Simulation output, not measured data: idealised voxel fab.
Module name: voxel gate over fins (process module)
It is cross-section cut that appears here, measuring 185 nm in width, its square cells being 5 nm in size.
A cross-section is a grid of square cells, given in bands from the top down. A band is one or more rows of cells.
Read a band's entry like this: the first values are the height of its top and the height of its bottom in nm, and what follows is the sequence of materials from left to right, each with its width in nm. Note that "air" is empty space, and that a single material marked "full width" reaches across the band from edge to edge.
Counting heights begins at 0, where everything beneath is, in the wafer as received, one material. The lowest band has no bottom; it goes on downwards, as "from 0 down" shows.
Read "30..40" as a graded width: first number on top, second number at the bottom, same change between each pair of neighbouring rows.
No cell of the cross-section changed in a step that is given as "remained the same".
Each empty space that has no open way to the top and spans at least 8 cells appears under "Catalogued sealed voids" as width x height at distance, the distance counted from the left edge, all in nm.
Text after the settings on a step's line: the simulator's own remark on that step.
The line of a step may include "overlay nm". On a step with a mask, this value is how far to the right of its planned place the mask lay. A negative value means the mask lay to the left.
Below is the list of planned process steps:
1. RECEIVE [material Si]
2. CONFORMAL_DEP [material SiN] [thk nm 5]
3. PATTERN [tone cover] [mask id FINS] [material resist] [width nm 15] [pitch nm 35] [thk nm 20] [overlay nm 0]
4. DIRECTIONAL_ETCH [etch materials SiN] [depth nm 5]
5. DIRECTIONAL_ETCH [etch materials Si] [depth nm 40]
6. STRIP [etch materials resist]
7. FILL_DEP [material SiO2] [thk nm 10]
8. CMP [height nm 5]
9. SELECTIVE_ETCH [etch materials SiO2] [depth nm 15]
10. STRIP [etch materials SiN]
11. CONFORMAL_DEP [material HfO2] [thk nm 5]
12. CONFORMAL_DEP [material TiN] [thk nm 5]
13. FILL_DEP [material W] [thk nm 10]
14. CMP [height nm 15]
15. CONFORMAL_DEP [material SiCN] [thk nm 10]
Delivered wafer in cross-section: state after step 1:
from 0 down | Si full width
Catalogued sealed voids: none
As-planned run: cross-section of the first of two wafers at end of module:
from 25 to 15 | SiCN full width
from 15 to 10 | W full width
from 10 to 5 | 40 of W; 105 of TiN; 40 of W
from 5 to 0 | 40 of W; 5 of TiN; 25 of HfO2; 10 of TiN; 25 of HfO2; 10 of TiN; 25 of HfO2; 5 of TiN; 40 of W
from 0 to -5 | 45 of TiN; 5 of HfO2; 15 of Si; 5 of HfO2; 10 of TiN; 5 of HfO2; 15 of Si; 5 of HfO2; 10 of TiN; 5 of HfO2; 15 of Si; 5 of HfO2; 45 of TiN
from -5 to -10 | 50 of HfO2; 15 of Si; 20 of HfO2; 15 of Si; 20 of HfO2; 15 of Si; 50 of HfO2
from -10 to -40 | 50 of SiO2; 15 of Si; 20 of SiO2; 15 of Si; 20 of SiO2; 15 of Si; 50 of SiO2
from -40 down | Si full width
Catalogued sealed voids: none
Module end: cross-section of wafer two of two. Same start and process plan as the first wafer. One mistake during execution:
from 25 to 15 | SiCN full width
from 15 to 10 | 30 of W; 125 of TiN; 30 of W
from 10 to 5 | TiN full width
from 5 to 0 | 45 of TiN; 25 of HfO2; 10 of TiN; 25 of HfO2; 10 of TiN; 25 of HfO2; 45 of TiN
from 0 to -5 | 45 of TiN; 5 of HfO2; 15 of Si; 5 of HfO2; 10 of TiN; 5 of HfO2; 15 of Si; 5 of HfO2; 10 of TiN; 5 of HfO2; 15 of Si; 5 of HfO2; 45 of TiN
from -5 to -10 | 50 of HfO2; 15 of Si; 20 of HfO2; 15 of Si; 20 of HfO2; 15 of Si; 50 of HfO2
from -10 to -40 | 50 of SiO2; 15 of Si; 20 of SiO2; 15 of Si; 20 of SiO2; 15 of Si; 50 of SiO2
from -40 down | Si full width
Catalogued sealed voids: none
Short version of what went wrong: the process deviated at step 12: the operation and settings actually run there were CONFORMAL_DEP [material TiN] [thk nm 15]
The closing comparison, in cells, has the second wafer with more or fewer of some materials than the first: TiN +57 | W -57
